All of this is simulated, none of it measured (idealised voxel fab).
The following is a process module called voxel wiring stack.
Xsec cut, 145 nm wide, square cell size 5 nm.
Cross-section layout: square cells on a grid; listed as bands, top to bottom; a band spans one or more cell rows.
What a band's entry tells you: where the top is and where the bottom is, as heights in nm, and after that what lies inside, material by material from left to right, each with its width in nm. Empty space is written as the word "empty", and a single material marked with the word "all across" occupies the band from edge to edge.
For the purposes of this specification, 0 denotes the height below which the wafer in its as-received condition is composed wholly of one material, and the lowermost band, lacking a lower limit, extends downward without end, as expressed in "top 0, no bottom".
The notation "30 to 40" denotes a width that varies across the rows of cells in the band, beginning at the first number in the top row, finishing at the second number in the bottom row, and changing by an identical amount from each row to the next.
It should be understood that the words "nothing was modified", when stated for a given step, signify that the cross-section underwent no change in any of its cells during that step.
This entry, "Unvented cavities", enumerates those empty regions of no fewer than 8 cells that possess no open connection to the top. Each region is reported in the form width x height at distance, the distance being taken from the left edge, with all three quantities expressed in nm.
Whatever follows a step's settings on its line is a remark the simulator itself makes about that step.
overlay nm: mask offset rightward from planned place, masked step; negative means leftward offset.
The planned process steps are enumerated hereunder:
| 1 | RECEIVE,material Si |
| 2 | CONFORMAL_DEP,material SiO2,thk nm 10 |
| 3 | DIRECTIONAL_DEP,material TiN,thk nm 5 |
| 4 | DIRECTIONAL_DEP,material W,thk nm 15 |
| 5 | DIRECTIONAL_DEP,material aC,thk nm 15 |
| 6 | PATTERN,tone cover,mask id METAL_1,material resist,width nm 25,pitch nm 55,thk nm 30,overlay nm 0 |
| 7 | DIRECTIONAL_ETCH,etch materials aC,depth nm 15 |
| 8 | STRIP,etch materials resist |
| 9 | DIRECTIONAL_ETCH,etch materials W,depth nm 15 |
| 10 | DIRECTIONAL_ETCH,etch materials TiN,depth nm 5 |
| 11 | STRIP,etch materials aC |
| 12 | CONFORMAL_DEP,material SiCN,thk nm 5 |
| 13 | FILL_DEP,material SiO2,thk nm 5 |
| 14 | CMP,height nm 30 |
| 15 | CONFORMAL_DEP,material SiCN,thk nm 5 |
| 16 | DIRECTIONAL_DEP,material SiO2,thk nm 35 |
| 17 | MASKED_ETCH,tone open,mask id METAL_2_HOLES,width nm 15,etch materials SiO2,depth nm 35,overlay nm 0 |
| 18 | PATTERN,tone open,mask id METAL_2,material resist,width nm 25,pitch nm 55,thk nm 20,overlay nm 0 |
| 19 | DIRECTIONAL_ETCH,etch materials SiO2,depth nm 20 |
| 20 | DIRECTIONAL_ETCH,etch materials SiCN,depth nm 5 |
| 21 | STRIP,etch materials resist |
| 22 | CONFORMAL_DEP,material TiN,thk nm 5 |
| 23 | FILL_DEP,material Ru,thk nm 10 |
| 24 | CMP,height nm 70 |
| 25 | CONFORMAL_DEP,material SiCN,thk nm 5 |
| 26 | DIRECTIONAL_DEP,material SiO2,thk nm 20 |
| 27 | DIRECTIONAL_DEP,material aC,thk nm 10 |
| 28 | PATTERN,tone open,mask id PLUG_2,material resist,width nm 15,thk nm 25,overlay nm 0 |
| 29 | DIRECTIONAL_ETCH,etch materials aC,depth nm 10 |
| 30 | STRIP,etch materials resist |
| 31 | DIRECTIONAL_ETCH,etch materials SiO2,depth nm 20 |
| 32 | DIRECTIONAL_ETCH,etch materials SiCN,depth nm 5 |
| 33 | STRIP,etch materials aC |
| 34 | EPI,material Ru,thk nm 10 |
| 35 | EPI,material Ru,thk nm 10 |
| 36 | EPI,material Ru,thk nm 5 |
| 37 | DIRECTIONAL_DEP,material TiN,thk nm 5 |
| 38 | DIRECTIONAL_DEP,material Ru,thk nm 15 |
| 39 | PATTERN,tone cover,mask id METAL_3,material resist,width nm 25,pitch nm 55,thk nm 15,overlay nm 0 |
| 40 | DIRECTIONAL_ETCH,etch materials Ru,depth nm 15 |
| 41 | DIRECTIONAL_ETCH,etch materials TiN,depth nm 5 |
| 42 | STRIP,etch materials resist |
| 43 | FILL_DEP,material SiO2,thk nm 10 |
| 44 | CMP,height nm 115 |
| 45 | CONFORMAL_DEP,material SiN,thk nm 5 |
What follows covers the first of two wafers; it ran as planned:
Cross-section of the wafer as it came to us, i.e., already through step 1:
top 0, no bottom: Si all across
Unvented cavities: none
after step 2:
top 10, bottom 0: SiO2 all across
Below a height of 0, the structure has not been altered.
after step 3:
top 15, bottom 10: TiN all across
Below a height of 10, the structure has not been altered.
after step 4:
top 30, bottom 15: W all across
Below a height of 15, the structure has not been altered.
after step 5:
top 45, bottom 30: aC all across
Below a height of 30, the structure has not been altered.
after step 6:
top 75, bottom 45: 30 empty, 25 resist, 30 empty, 25 resist, 35 empty
Below a height of 45, the structure has not been altered.
after step 7:
top 60, bottom 45: 30 empty, 25 resist, 30 empty, 25 resist, 35 empty
top 45, bottom 30: 30 empty, 25 aC, 30 empty, 25 aC, 35 empty
Below a height of 30, the structure has not been altered.
after step 8:
top 45, bottom 30: 30 empty, 25 aC, 30 empty, 25 aC, 35 empty
Below a height of 30, the structure has not been altered.
after step 9:
top 45, bottom 30: 30 empty, 25 aC, 30 empty, 25 aC, 35 empty
top 30, bottom 15: 30 empty, 25 W, 30 empty, 25 W, 35 empty
Below a height of 15, the structure has not been altered.
after step 10:
top 45, bottom 30: 30 empty, 25 aC, 30 empty, 25 aC, 35 empty
top 30, bottom 15: 30 empty, 25 W, 30 empty, 25 W, 35 empty
top 15, bottom 10: 30 empty, 25 TiN, 30 empty, 25 TiN, 35 empty
Below a height of 10, the structure has not been altered.
after step 11:
top 30, bottom 15: 30 empty, 25 W, 30 empty, 25 W, 35 empty
Below a height of 15, the structure has not been altered.
after step 12:
top 35, bottom 30: 25 empty, 35 SiCN, 20 empty, 35 SiCN, 30 empty
top 30, bottom 15: 25 empty, 5 SiCN, 25 W, 5 SiCN, 20 empty, 5 SiCN, 25 W, 5 SiCN, 30 empty
top 15, bottom 10: 30 SiCN, 25 TiN, 30 SiCN, 25 TiN, 35 SiCN
Below a height of 10, the structure has not been altered.
after step 13:
top 40, bottom 35: SiO2 all across
top 35, bottom 30: 25 SiO2, 35 SiCN, 20 SiO2, 35 SiCN, 30 SiO2
top 30, bottom 15: 25 SiO2, 5 SiCN, 25 W, 5 SiCN, 20 SiO2, 5 SiCN, 25 W, 5 SiCN, 30 SiO2
Below a height of 15, the structure has not been altered.
after step 14:
top 30, bottom 15: 25 SiO2, 5 SiCN, 25 W, 5 SiCN, 20 SiO2, 5 SiCN, 25 W, 5 SiCN, 30 SiO2
Below a height of 15, the structure has not been altered.
after step 15:
top 35, bottom 30: SiCN all across
Below a height of 30, the structure has not been altered.
after step 16:
top 70, bottom 35: SiO2 all across
Below a height of 35, the structure has not been altered.
after step 17:
top 70, bottom 35: 30 SiO2, 15 empty, 100 SiO2
Below a height of 35, the structure has not been altered.
after step 18:
top 90, bottom 70: 30 resist, 25 empty, 30 resist, 25 empty, 35 resist
Below a height of 70, the structure has not been altered.
after step 19:
top 90, bottom 70: 30 resist, 25 empty, 30 resist, 25 empty, 35 resist
top 70, bottom 50: 30 SiO2, 25 empty, 30 SiO2, 25 empty, 35 SiO2
Below a height of 50, the structure has not been altered.
after step 20:
top 90, bottom 70: 30 resist, 25 empty, 30 resist, 25 empty, 35 resist
top 70, bottom 50: 30 SiO2, 25 empty, 30 SiO2, 25 empty, 35 SiO2
top 50, bottom 35: 30 SiO2, 15 empty, 100 SiO2
top 35, bottom 30: 30 SiCN, 15 empty, 100 SiCN
Below a height of 30, the structure has not been altered.
after step 21:
top 70, bottom 50: 30 SiO2, 25 empty, 30 SiO2, 25 empty, 35 SiO2
Below a height of 50, the structure has not been altered.
after step 22:
top 75, bottom 70: 35 TiN, 15 empty, 40 TiN, 15 empty, 40 TiN
top 70, bottom 55: 30 SiO2, 5 TiN, 15 empty, 5 TiN, 30 SiO2, 5 TiN, 15 empty, 5 TiN, 35 SiO2
top 55, bottom 50: 30 SiO2, 5 TiN, 5 empty, 15 TiN, 30 SiO2, 25 TiN, 35 SiO2
top 50, bottom 35: 30 SiO2, 5 TiN, 5 empty, 5 TiN, 100 SiO2
top 35, bottom 30: 30 SiCN, 15 TiN, 100 SiCN
Below a height of 30, the structure has not been altered.
after step 23:
top 85, bottom 75: Ru all across
top 75, bottom 70: 35 TiN, 15 Ru, 40 TiN, 15 Ru, 40 TiN
top 70, bottom 55: 30 SiO2, 5 TiN, 15 Ru, 5 TiN, 30 SiO2, 5 TiN, 15 Ru, 5 TiN, 35 SiO2
top 55, bottom 50: 30 SiO2, 5 TiN, 5 Ru, 15 TiN, 30 SiO2, 25 TiN, 35 SiO2
top 50, bottom 35: 30 SiO2, 5 TiN, 5 Ru, 5 TiN, 100 SiO2
Below a height of 35, the structure has not been altered.
after step 24:
top 70, bottom 55: 30 SiO2, 5 TiN, 15 Ru, 5 TiN, 30 SiO2, 5 TiN, 15 Ru, 5 TiN, 35 SiO2
Below a height of 55, the structure has not been altered.
after step 25:
top 75, bottom 70: SiCN all across
Below a height of 70, the structure has not been altered.
after step 26:
top 95, bottom 75: SiO2 all across
Below a height of 75, the structure has not been altered.
after step 27:
top 105, bottom 95: aC all across
Below a height of 95, the structure has not been altered.
after step 28:
top 130, bottom 105: 30 resist, 15 empty, 100 resist
Below a height of 105, the structure has not been altered.
after step 29:
top 120, bottom 105: 30 resist, 15 empty, 100 resist
top 105, bottom 95: 30 aC, 15 empty, 100 aC
Below a height of 95, the structure has not been altered.
after step 30:
top 105, bottom 95: 30 aC, 15 empty, 100 aC
Below a height of 95, the structure has not been altered.
after step 31:
top 105, bottom 95: 30 aC, 15 empty, 100 aC
top 95, bottom 75: 30 SiO2, 15 empty, 100 SiO2
Below a height of 75, the structure has not been altered.
after step 32:
top 105, bottom 95: 30 aC, 15 empty, 100 aC
top 95, bottom 75: 30 SiO2, 15 empty, 100 SiO2
top 75, bottom 70: 30 SiCN, 15 empty, 100 SiCN
Below a height of 70, the structure has not been altered.
after step 33:
top 95, bottom 75: 30 SiO2, 15 empty, 100 SiO2
Below a height of 75, the structure has not been altered.
after step 34:
top 95, bottom 80: 30 SiO2, 15 empty, 100 SiO2
top 80, bottom 75: 30 SiO2, 15 Ru, 100 SiO2
top 75, bottom 70: 30 SiCN, 15 Ru, 100 SiCN
Below a height of 70, the structure has not been altered.
after step 35:
top 95, bottom 90: 30 SiO2, 15 empty, 100 SiO2
top 90, bottom 75: 30 SiO2, 15 Ru, 100 SiO2
Below a height of 75, the structure has not been altered.
after step 36:
top 95, bottom 75: 30 SiO2, 15 Ru, 100 SiO2
Below a height of 75, the structure has not been altered.
after step 37:
top 100, bottom 95: TiN all across
Below a height of 95, the structure has not been altered.
after step 38:
top 115, bottom 100: Ru all across
Below a height of 100, the structure has not been altered.
after step 39:
top 130, bottom 115: 30 empty, 25 resist, 30 empty, 25 resist, 35 empty
Below a height of 115, the structure has not been altered.
after step 40:
top 130, bottom 115: 30 empty, 25 resist, 30 empty, 25 resist, 35 empty
top 115, bottom 100: 30 empty, 25 Ru, 30 empty, 25 Ru, 35 empty
Below a height of 100, the structure has not been altered.
after step 41:
top 130, bottom 115: 30 empty, 25 resist, 30 empty, 25 resist, 35 empty
top 115, bottom 100: 30 empty, 25 Ru, 30 empty, 25 Ru, 35 empty
top 100, bottom 95: 30 empty, 25 TiN, 30 empty, 25 TiN, 35 empty
Below a height of 95, the structure has not been altered.
after step 42:
top 115, bottom 100: 30 empty, 25 Ru, 30 empty, 25 Ru, 35 empty
Below a height of 100, the structure has not been altered.
after step 43:
top 125, bottom 115: SiO2 all across
top 115, bottom 100: 30 SiO2, 25 Ru, 30 SiO2, 25 Ru, 35 SiO2
top 100, bottom 95: 30 SiO2, 25 TiN, 30 SiO2, 25 TiN, 35 SiO2
Below a height of 95, the structure has not been altered.
after step 44:
top 115, bottom 100: 30 SiO2, 25 Ru, 30 SiO2, 25 Ru, 35 SiO2
Below a height of 100, the structure has not been altered.
after step 45:
top 120, bottom 115: SiN all across
Below a height of 115, the structure has not been altered.
Wafer two of two - same starting point, same process plan, one mistake in execution; matches wafer one up to and including step 2:
X-section, second wafer, when step 3 was due to finish: nothing was modified
X-section, second wafer, when step 4 was due to finish:
top 25, bottom 10: W all across
Below a height of 10, the structure has not been altered.
X-section, second wafer, when step 5 was due to finish:
top 40, bottom 25: aC all across
Below a height of 25, the structure has not been altered.
X-section, second wafer, when step 6 was due to finish:
top 70, bottom 40: 30 empty, 25 resist, 30 empty, 25 resist, 35 empty
Below a height of 40, the structure has not been altered.
X-section, second wafer, when step 7 was due to finish:
top 55, bottom 40: 30 empty, 25 resist, 30 empty, 25 resist, 35 empty
top 40, bottom 25: 30 empty, 25 aC, 30 empty, 25 aC, 35 empty
Below a height of 25, the structure has not been altered.
X-section, second wafer, when step 8 was due to finish:
top 40, bottom 25: 30 empty, 25 aC, 30 empty, 25 aC, 35 empty
Below a height of 25, the structure has not been altered.
X-section, second wafer, when step 9 was due to finish:
top 40, bottom 25: 30 empty, 25 aC, 30 empty, 25 aC, 35 empty
top 25, bottom 10: 30 empty, 25 W, 30 empty, 25 W, 35 empty
Below a height of 10, the structure has not been altered.
X-section, second wafer, when step 10 was due to finish: nothing was modified
X-section, second wafer, when step 11 was due to finish:
top 25, bottom 10: 30 empty, 25 W, 30 empty, 25 W, 35 empty
Below a height of 10, the structure has not been altered.
X-section, second wafer, when step 12 was due to finish:
top 30, bottom 25: 25 empty, 35 SiCN, 20 empty, 35 SiCN, 30 empty
top 25, bottom 15: 25 empty, 5 SiCN, 25 W, 5 SiCN, 20 empty, 5 SiCN, 25 W, 5 SiCN, 30 empty
top 15, bottom 10: 30 SiCN, 25 W, 30 SiCN, 25 W, 35 SiCN
Below a height of 10, the structure has not been altered.
X-section, second wafer, when step 13 was due to finish:
top 35, bottom 30: SiO2 all across
top 30, bottom 25: 25 SiO2, 35 SiCN, 20 SiO2, 35 SiCN, 30 SiO2
top 25, bottom 15: 25 SiO2, 5 SiCN, 25 W, 5 SiCN, 20 SiO2, 5 SiCN, 25 W, 5 SiCN, 30 SiO2
Below a height of 15, the structure has not been altered.
X-section, second wafer, when step 14 was due to finish:
top 30, bottom 25: 25 SiO2, 35 SiCN, 20 SiO2, 35 SiCN, 30 SiO2
Below a height of 25, the structure has not been altered.
X-section, second wafer, when step 15 was due to finish:
top 35, bottom 30: SiCN all across
Below a height of 30, the structure has not been altered.
X-section, second wafer, when step 16 was due to finish:
top 70, bottom 35: SiO2 all across
Below a height of 35, the structure has not been altered.
X-section, second wafer, when step 17 was due to finish:
top 70, bottom 35: 30 SiO2, 15 empty, 100 SiO2
Below a height of 35, the structure has not been altered.
X-section, second wafer, when step 18 was due to finish:
top 90, bottom 70: 30 resist, 25 empty, 30 resist, 25 empty, 35 resist
Below a height of 70, the structure has not been altered.
X-section, second wafer, when step 19 was due to finish:
top 90, bottom 70: 30 resist, 25 empty, 30 resist, 25 empty, 35 resist
top 70, bottom 50: 30 SiO2, 25 empty, 30 SiO2, 25 empty, 35 SiO2
Below a height of 50, the structure has not been altered.
X-section, second wafer, when step 20 was due to finish:
top 90, bottom 70: 30 resist, 25 empty, 30 resist, 25 empty, 35 resist
top 70, bottom 50: 30 SiO2, 25 empty, 30 SiO2, 25 empty, 35 SiO2
top 50, bottom 35: 30 SiO2, 15 empty, 100 SiO2
top 35, bottom 30: 30 SiCN, 15 empty, 100 SiCN
Below a height of 30, the structure has not been altered.
X-section, second wafer, when step 21 was due to finish:
top 70, bottom 50: 30 SiO2, 25 empty, 30 SiO2, 25 empty, 35 SiO2
Below a height of 50, the structure has not been altered.
X-section, second wafer, when step 22 was due to finish:
top 75, bottom 70: 35 TiN, 15 empty, 40 TiN, 15 empty, 40 TiN
top 70, bottom 55: 30 SiO2, 5 TiN, 15 empty, 5 TiN, 30 SiO2, 5 TiN, 15 empty, 5 TiN, 35 SiO2
top 55, bottom 50: 30 SiO2, 5 TiN, 5 empty, 15 TiN, 30 SiO2, 25 TiN, 35 SiO2
top 50, bottom 35: 30 SiO2, 5 TiN, 5 empty, 5 TiN, 100 SiO2
top 35, bottom 30: 30 SiCN, 15 TiN, 100 SiCN
Below a height of 30, the structure has not been altered.
X-section, second wafer, when step 23 was due to finish:
top 85, bottom 75: Ru all across
top 75, bottom 70: 35 TiN, 15 Ru, 40 TiN, 15 Ru, 40 TiN
top 70, bottom 55: 30 SiO2, 5 TiN, 15 Ru, 5 TiN, 30 SiO2, 5 TiN, 15 Ru, 5 TiN, 35 SiO2
top 55, bottom 50: 30 SiO2, 5 TiN, 5 Ru, 15 TiN, 30 SiO2, 25 TiN, 35 SiO2
top 50, bottom 35: 30 SiO2, 5 TiN, 5 Ru, 5 TiN, 100 SiO2
Below a height of 35, the structure has not been altered.
X-section, second wafer, when step 24 was due to finish:
top 70, bottom 55: 30 SiO2, 5 TiN, 15 Ru, 5 TiN, 30 SiO2, 5 TiN, 15 Ru, 5 TiN, 35 SiO2
Below a height of 55, the structure has not been altered.
X-section, second wafer, when step 25 was due to finish:
top 75, bottom 70: SiCN all across
Below a height of 70, the structure has not been altered.
X-section, second wafer, when step 26 was due to finish:
top 95, bottom 75: SiO2 all across
Below a height of 75, the structure has not been altered.
X-section, second wafer, when step 27 was due to finish:
top 105, bottom 95: aC all across
Below a height of 95, the structure has not been altered.
X-section, second wafer, when step 28 was due to finish:
top 130, bottom 105: 30 resist, 15 empty, 100 resist
Below a height of 105, the structure has not been altered.
X-section, second wafer, when step 29 was due to finish:
top 120, bottom 105: 30 resist, 15 empty, 100 resist
top 105, bottom 95: 30 aC, 15 empty, 100 aC
Below a height of 95, the structure has not been altered.
X-section, second wafer, when step 30 was due to finish:
top 105, bottom 95: 30 aC, 15 empty, 100 aC
Below a height of 95, the structure has not been altered.
X-section, second wafer, when step 31 was due to finish:
top 105, bottom 95: 30 aC, 15 empty, 100 aC
top 95, bottom 75: 30 SiO2, 15 empty, 100 SiO2
Below a height of 75, the structure has not been altered.
X-section, second wafer, when step 32 was due to finish:
top 105, bottom 95: 30 aC, 15 empty, 100 aC
top 95, bottom 75: 30 SiO2, 15 empty, 100 SiO2
top 75, bottom 70: 30 SiCN, 15 empty, 100 SiCN
Below a height of 70, the structure has not been altered.
X-section, second wafer, when step 33 was due to finish:
top 95, bottom 75: 30 SiO2, 15 empty, 100 SiO2
Below a height of 75, the structure has not been altered.
X-section, second wafer, when step 34 was due to finish:
top 95, bottom 80: 30 SiO2, 15 empty, 100 SiO2
top 80, bottom 75: 30 SiO2, 15 Ru, 100 SiO2
top 75, bottom 70: 30 SiCN, 15 Ru, 100 SiCN
Below a height of 70, the structure has not been altered.
X-section, second wafer, when step 35 was due to finish:
top 95, bottom 90: 30 SiO2, 15 empty, 100 SiO2
top 90, bottom 75: 30 SiO2, 15 Ru, 100 SiO2
Below a height of 75, the structure has not been altered.
X-section, second wafer, when step 36 was due to finish:
top 95, bottom 75: 30 SiO2, 15 Ru, 100 SiO2
Below a height of 75, the structure has not been altered.
X-section, second wafer, when step 37 was due to finish:
top 100, bottom 95: TiN all across
Below a height of 95, the structure has not been altered.
X-section, second wafer, when step 38 was due to finish:
top 115, bottom 100: Ru all across
Below a height of 100, the structure has not been altered.
X-section, second wafer, when step 39 was due to finish:
top 130, bottom 115: 30 empty, 25 resist, 30 empty, 25 resist, 35 empty
Below a height of 115, the structure has not been altered.
X-section, second wafer, when step 40 was due to finish:
top 130, bottom 115: 30 empty, 25 resist, 30 empty, 25 resist, 35 empty
top 115, bottom 100: 30 empty, 25 Ru, 30 empty, 25 Ru, 35 empty
Below a height of 100, the structure has not been altered.
X-section, second wafer, when step 41 was due to finish:
top 130, bottom 115: 30 empty, 25 resist, 30 empty, 25 resist, 35 empty
top 115, bottom 100: 30 empty, 25 Ru, 30 empty, 25 Ru, 35 empty
top 100, bottom 95: 30 empty, 25 TiN, 30 empty, 25 TiN, 35 empty
Below a height of 95, the structure has not been altered.
X-section, second wafer, when step 42 was due to finish:
top 115, bottom 100: 30 empty, 25 Ru, 30 empty, 25 Ru, 35 empty
Below a height of 100, the structure has not been altered.
X-section, second wafer, when step 43 was due to finish:
top 125, bottom 115: SiO2 all across
top 115, bottom 100: 30 SiO2, 25 Ru, 30 SiO2, 25 Ru, 35 SiO2
top 100, bottom 95: 30 SiO2, 25 TiN, 30 SiO2, 25 TiN, 35 SiO2
Below a height of 95, the structure has not been altered.
X-section, second wafer, when step 44 was due to finish:
top 115, bottom 100: 30 SiO2, 25 Ru, 30 SiO2, 25 Ru, 35 SiO2
Below a height of 100, the structure has not been altered.
X-section, second wafer, when step 45 was due to finish:
top 120, bottom 115: SiN all across
Below a height of 115, the structure has not been altered.
The mistake made against the process plan was this: the run left out plan step 3 entirely, so it was never executed
End check, counted in cells, second wafer has more or fewer of these materials than the first: +10 SiCN, -10 TiN
